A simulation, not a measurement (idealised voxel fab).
The document below concerns the process module designated voxel air gaps.
The cross-section on display is named cut; it measures 245 nm wide, and its cells are 5 nm squares.
Reading order for cross-sections: top band down to bottom band. Underlying form: a grid of square cells. Band size: one or more rows of cells.
What a band's entry tells you: where the top is and where the bottom is, as heights in nm, and after that what lies inside, material by material from left to right, each with its width in nm. Empty space is written as the word "air", and a single material marked with the word "edge to edge" occupies the band from edge to edge.
Zero point of the height axis is 0; under it, received wafer = one material. Lowest band: continues down indefinitely, "0 nm and below".
When a width is written as two numbers, as in "30 to 40", the first number is the width in the top row of cells of the band and the second is the width in its bottom row, and the width changes by the same amount from each row to the next.
Where the words "nothing altered" appear for a step, the cross-section shows no cell changed by that step; every cell remained as before.
"Closed void listing" specifies each empty space that is not open to the top and that occupies no fewer than 8 cells, using the form width x height at distance, the distance measured from the left edge and all three quantities in nm.
The remark found on a step's line after its settings is issued by the simulator itself and pertains to that step.
overlay nm: mask offset rightward from planned place, masked step; negative means leftward offset.

Planned step list for the process
1,RECEIVE (material Si)
2,CONFORMAL_DEP (material SiO2; thk nm 10)
3,CONFORMAL_DEP (material SiN; thk nm 5)
4,DIRECTIONAL_DEP (material lowk; thk nm 35)
5,DIRECTIONAL_DEP (material aC; thk nm 10)
6,PATTERN (tone open; mask id LINES; material resist; width nm 15; pitch nm 50; thk nm 25; overlay nm 0)
7,DIRECTIONAL_ETCH (etch materials aC; depth nm 10)
8,STRIP (etch materials resist)
9,DIRECTIONAL_ETCH (etch materials lowk; depth nm 35)
10,STRIP (etch materials aC)
11,CONFORMAL_DEP (material TiN; thk nm 5)
12,FILL_DEP (material Ru; thk nm 5)
13,CMP (height nm 50)
14,EPI (material Ru; thk nm 10)
15,SELECTIVE_ETCH (etch materials lowk; depth nm 45)
16,CONFORMAL_DEP (material SiCN; thk nm 5)
For this document, wafers share an identical start and vary in the step 6 width nm; the plan quotes the first wafer's value.

Received condition of the first of several wafers, sectioned: post-step 1
    0 nm and below = Si edge to edge
    Closed void listing: none

Quick look at the cross-section of the first of several wafers after step 16, which wraps up the module
    65 nm to 60 nm = air (50); SiCN (45); air (5); SiCN (45); air (5); SiCN (45); air (50)
    60 nm to 50 nm = air (50); SiCN (5); Ru (35); SiCN (5); air (5); SiCN (5); Ru (35); SiCN (5); air (5); SiCN (5); Ru (35); SiCN (5); air (50)
    50 nm to 45 nm = air (50); SiCN (15); TiN (5); Ru (5); TiN (5); SiCN (15); air (5); SiCN (15); TiN (5); Ru (5); TiN (5); SiCN (15); air (5); SiCN (15); TiN (5); Ru (5); TiN (5); SiCN (15); air (50)
    45 nm to 20 nm = air (60); SiCN (5); TiN (5); Ru (5); TiN (5); SiCN (5); air (25); SiCN (5); TiN (5); Ru (5); TiN (5); SiCN (5); air (25); SiCN (5); TiN (5); Ru (5); TiN (5); SiCN (5); air (60)
    20 nm to 15 nm = SiCN (65); TiN (15); SiCN (35); TiN (15); SiCN (35); TiN (15); SiCN (65)
    15 nm to 10 nm = SiN edge to edge
    10 nm to 0 nm = SiO2 edge to edge
    0 nm and below = Si edge to edge
    Closed void listing: none

Last wafer x-sec, end of module
    65 nm to 60 nm = air (40); SiCN (165); air (40)
    60 nm to 50 nm = air (40); SiCN (5); Ru (155); SiCN (5); air (40)
    50 nm to 45 nm = air (40); SiCN (15); TiN (5); Ru (25); TiN (5); lowk (15); TiN (5); Ru (25); TiN (5); lowk (15); TiN (5); Ru (25); TiN (5); SiCN (15); air (40)
    45 nm to 20 nm = air (50); SiCN (5); TiN (5); Ru (25); TiN (5); lowk (15); TiN (5); Ru (25); TiN (5); lowk (15); TiN (5); Ru (25); TiN (5); SiCN (5); air (50)
    20 nm to 15 nm = SiCN (55); TiN (35); lowk (15); TiN (35); lowk (15); TiN (35); SiCN (55)
    15 nm to 10 nm = SiN edge to edge
    10 nm to 0 nm = SiO2 edge to edge
    0 nm and below = Si edge to edge
    Closed void listing: none

Each wafer at the end: cells of each material gained (+) or lost (-) since it was received, then its closed voids
width nm 15 | +60 Ru | +127 SiCN | +49 SiN | +98 SiO2 | +45 TiN | Closed void listing: none
width nm 20 | +84 Ru | +127 SiCN | +49 SiN | +98 SiO2 | +48 TiN | Closed void listing: 20 x 25 at 85; 20 x 25 at 135
width nm 25 | +108 Ru | +119 SiCN | +49 SiN | +98 SiO2 | +51 TiN | Closed void listing: 15 x 25 at 90; 15 x 25 at 140
width nm 30 | +132 Ru | +75 SiCN | +49 SiN | +98 SiO2 | +54 TiN | +56 lowk | Closed void listing: none
width nm 35 | +152 Ru | +75 SiCN | +49 SiN | +98 SiO2 | +57 TiN | +42 lowk | Closed void listing: none
